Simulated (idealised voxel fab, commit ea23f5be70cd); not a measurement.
Proc. module: voxel self aligned vias
The width of the displayed cross-section, cut, is 200 nm; its cells are square, with a size of 5 nm.
A cross-section in this document is a grid of square cells, and it is written down as bands, the top band listed before the ones below it; a band is made up of one or more rows of cells.
This entry defines a band. It first specifies the height of the band's top and the height of its bottom in nm, and then specifies the band's materials from left to right, stating each material with its width in nm. The word "everywhere" identifies a single material that fills the band from edge to edge, while the word "blank" identifies empty space.
Counting heights begins at 0, where everything beneath is, in the wafer as received, one material. The lowest band has no bottom; it goes on downwards, as "from 0 down" shows.
So if you see something like "30->40" for the width, read it as the top row of the band sitting at the first number and the bottom row at the second, with every row in between moving by the same amount as the last.
"nothing changed" means the step left every cell of the cross-section as it was.
Basically, "Enclosed voids" tells you about the enclosed voids: empty spaces with no open way to the top, 8 cells or bigger, each written width x height at distance, where distance is from the left edge, all in nm.
Note: text after step settings on the step line = simulator remark on that step.
"overlay nm" answers the question of how far to the right of plan the mask lay on a step that has a mask, and when it is negative the answer is to the left.
## Process steps foreseen in the plan
1,RECEIVE: material Si
2,CONFORMAL_DEP: material SiO2, thk nm 15
3,CONFORMAL_DEP: material SiCN, thk nm 5
4,DIRECTIONAL_DEP: material SiO2, thk nm 20
5,DIRECTIONAL_DEP: material aC, thk nm 10
6,PATTERN: tone open, mask id LINES, material resist, width nm 20, pitch nm 70, thk nm 25, overlay nm 0
7,DIRECTIONAL_ETCH: etch materials aC, depth nm 10
8,STRIP: etch materials resist
9,DIRECTIONAL_ETCH: etch materials SiO2, depth nm 20
10,STRIP: etch materials aC
11,CONFORMAL_DEP: material TiN, thk nm 5
12,FILL_DEP: material Ru, thk nm 10
13,CMP: height nm 40
14,SELECTIVE_ETCH: etch materials W Ru TiN, depth nm 5
15,FILL_DEP: material SiN, thk nm 10
16,CMP: height nm 40
17,DIRECTIONAL_DEP: material SiO2, thk nm 15
18,MASKED_ETCH: tone open, mask id VIAS, width nm 40, etch materials SiO2, depth nm 15, overlay nm 0
19,MASKED_ETCH: tone open, mask id VIAS, width nm 40, etch materials SiN, depth nm 5, overlay nm 0
20,CONFORMAL_DEP: material TiN, thk nm 5
21,FILL_DEP: material Cu, thk nm 10
22,CMP: height nm 55
23,CONFORMAL_DEP: material SiCN, thk nm 5
## Received-state cross-section, reflecting completion of step 1
    from 0 down: Si everywhere
    Enclosed voids: none
## As-planned run: cross-section of the first of two wafers at end of module
    from 60 to 55: SiCN everywhere
    from 55 to 45: 45 SiO2 / 5 TiN / 30 Cu / 5 TiN / 115 SiO2
    from 45 to 40: 45 SiO2 / 15 TiN / 10 Cu / 15 TiN / 115 SiO2
    from 40 to 35: 55 SiO2 / 20 TiN / 50 SiO2 / 20 SiN / 55 SiO2
    from 35 to 25: 55 SiO2 / 5 TiN / 10 Ru / 5 TiN / 50 SiO2 / 5 TiN / 10 Ru / 5 TiN / 55 SiO2
    from 25 to 20: 55 SiO2 / 20 TiN / 50 SiO2 / 20 TiN / 55 SiO2
    from 20 to 15: SiCN everywhere
    from 15 to 0: SiO2 everywhere
    from 0 down: Si everywhere
    Enclosed voids: none
## Now the second wafer, cross-sectioned at the end of the module. Nothing different at the start, nothing different in the plan compared with the first, just one mistake when it was actually run
    from 60 to 55: SiCN everywhere
    from 55 to 45: 40 SiO2 / 5 TiN / 40 Cu / 5 TiN / 110 SiO2
    from 45 to 40: 40 SiO2 / 20 TiN / 10 Cu / 20 TiN / 110 SiO2
    from 40 to 35: 55 SiO2 / 20 TiN / 50 SiO2 / 20 SiN / 55 SiO2
    from 35 to 25: 55 SiO2 / 5 TiN / 10 Ru / 5 TiN / 50 SiO2 / 5 TiN / 10 Ru / 5 TiN / 55 SiO2
    from 25 to 20: 55 SiO2 / 20 TiN / 50 SiO2 / 20 TiN / 55 SiO2
    from 20 to 15: SiCN everywhere
    from 15 to 0: SiO2 everywhere
    from 0 down: Si everywhere
    Enclosed voids: none
Deviation from plan: step 18 ran as: MASKED_ETCH: tone open, mask id VIAS, width nm 50, etch materials SiO2, depth nm 15, overlay nm 0
Final comparison by cell count, materials where the second wafer has more or fewer than the first: Cu +4, SiO2 -6, TiN +2
